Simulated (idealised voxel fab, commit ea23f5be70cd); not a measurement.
Documented hereafter: the process module known as voxel double patterning.
Cross-sectional view cut (width: 175 nm; square cell size: 5 nm).
Reading order for cross-sections: top band down to bottom band. Underlying form: a grid of square cells. Band size: one or more rows of cells.
Band entry format. Leading values: height of top, height of bottom, nm. Remainder: materials in left-to-right order, each with its width in nm. Special words: "throughout" on a single material, which then fills the band edge to edge; "blank", empty space.
Note: height 0 marks the level under which the wafer is uniformly one material as received. Lowest band unbounded below, written "top 0, no bottom".
Per-row width for "30..40": begins at first number (top row of band), ends at second number (bottom row), increment between rows held constant.
You'll sometimes find "identical to before" written for a step, and that's the way of saying that nowhere in the cross-section did a cell change during that step.
The list in "Entrapped void list" covers empty spaces of 8 cells or more that cannot reach the top through any open way, and it gives each as width x height at distance; the distance is from the left edge, and width, height and distance are in nm.
Post-settings text on a step line: simulator's own remark regarding the step.
"overlay nm" answers the question of how far to the right of plan the mask lay on a step that has a mask, and when it is negative the answer is to the left.
-- plan
1. RECEIVE,material Si
2. CONFORMAL_DEP,material SiN,thk nm 5
3. DIRECTIONAL_DEP,material SiO2,thk nm 20
4. DIRECTIONAL_DEP,material SiCN,thk nm 5
5. DIRECTIONAL_DEP,material aC,thk nm 15
6. PATTERN,tone open,mask id FIRST,material resist,width nm 15,pitch nm 50,thk nm 30,overlay nm 0
7. DIRECTIONAL_ETCH,etch materials aC,depth nm 15
8. STRIP,etch materials resist
9. DIRECTIONAL_ETCH,etch materials SiCN,depth nm 5
10. STRIP,etch materials aC
11. DIRECTIONAL_DEP,material aC,thk nm 10
12. PATTERN,tone open,mask id SECOND,material resist,width nm 15,thk nm 30,overlay nm 0
13. DIRECTIONAL_ETCH,etch materials aC,depth nm 10
14. STRIP,etch materials resist
15. DIRECTIONAL_ETCH,etch materials SiCN,depth nm 5
16. STRIP,etch materials aC
17. DIRECTIONAL_ETCH,etch materials SiO2,depth nm 20
18. STRIP,etch materials SiCN
-- Wafer at receipt (post step 1), cross-section
> top 0, no bottom  Si throughout
> Entrapped void list: none
-- a wafer at the end: this start, this plan, one mistake
> top 25, bottom 5  55 SiO2 | 20 blank | 5 SiO2 | 15 blank | 10 SiO2 | 20 blank | 50 SiO2
> top 5, bottom 0  SiN throughout
> top 0, no bottom  Si throughout
> Entrapped void list: none
Against the plan, the run slipped here: for step 6, the planned setting was not used; the step was instead run as PATTERN,tone open,mask id FIRST,material resist,width nm 20,pitch nm 50,thk nm 30,overlay nm 0
